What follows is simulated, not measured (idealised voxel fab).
The following is a process module called voxel local oxidation.
255 nm wide, 5 nm square cells: that's cross-section cut.
This document writes a cross-section as a grid whose cells are square, and gives it as bands, listed from the top down; one or more rows of cells form a band. Heights first: top, then bottom, in nm. Then materials, left to right, each with a width in nm. "full width" on a single material: fills the band edge to edge. "empty": empty space. For the purposes of this specification, 0 denotes the height below which the wafer in its as-received condition is composed wholly of one material, and the lowermost band, lacking a lower limit, extends downward without end, as expressed in "0 down". It should be noted that a width expressed as "30..40" varies in equal increments from row to row of cells within the band, taking the value of the first number at the top row and that of the second number at the bottom row. "no modification" for a step: no cell of the cross-section changed in that step. "Closed void listing": empty spaces of 8 cells or more with no open way to the top, each given as width x height at distance, distance from the left edge, all in nm. Heads up: the bit after the settings on a step's line is the simulator's remark on that step. Steps that use a mask can have "overlay nm" on their line. It says how far the mask sat to the right of where it was meant to be. Negative means to the left.
List of planned process steps
| 1 | RECEIVE with material Si |
| 2 | CONFORMAL_DEP with material SiO2, thk nm 5 |
| 3 | CONFORMAL_DEP with material SiN, thk nm 15 |
| 4 | PATTERN with tone cover, mask id ACTIVE, material resist, width nm 105, thk nm 15, overlay nm 0 |
| 5 | DIRECTIONAL_ETCH with etch materials SiN, depth nm 15 |
| 6 | STRIP with etch materials resist |
| 7 | SELECTIVE_ETCH with etch materials SiO2, depth nm 5 |
| 8 | OXIDIZE with depth nm 10 |
| 9 | STRIP with etch materials SiN |
Delivered wafer in cross-section: state after step 1
> 0 down | Si full width
> Closed void listing: none
Final cross-section, module run with one mistake (start and plan as above)
> 5 to 0 | empty: 80 | SiO2: 95 | empty: 80
> 0 to -20 | SiO2: 100 | Si: 55 | SiO2: 100
> -20 down | Si full width
> Closed void listing: none
Which mistake was made when the wafer was run? step 8 off recipe, ran as OXIDIZE with depth nm 20
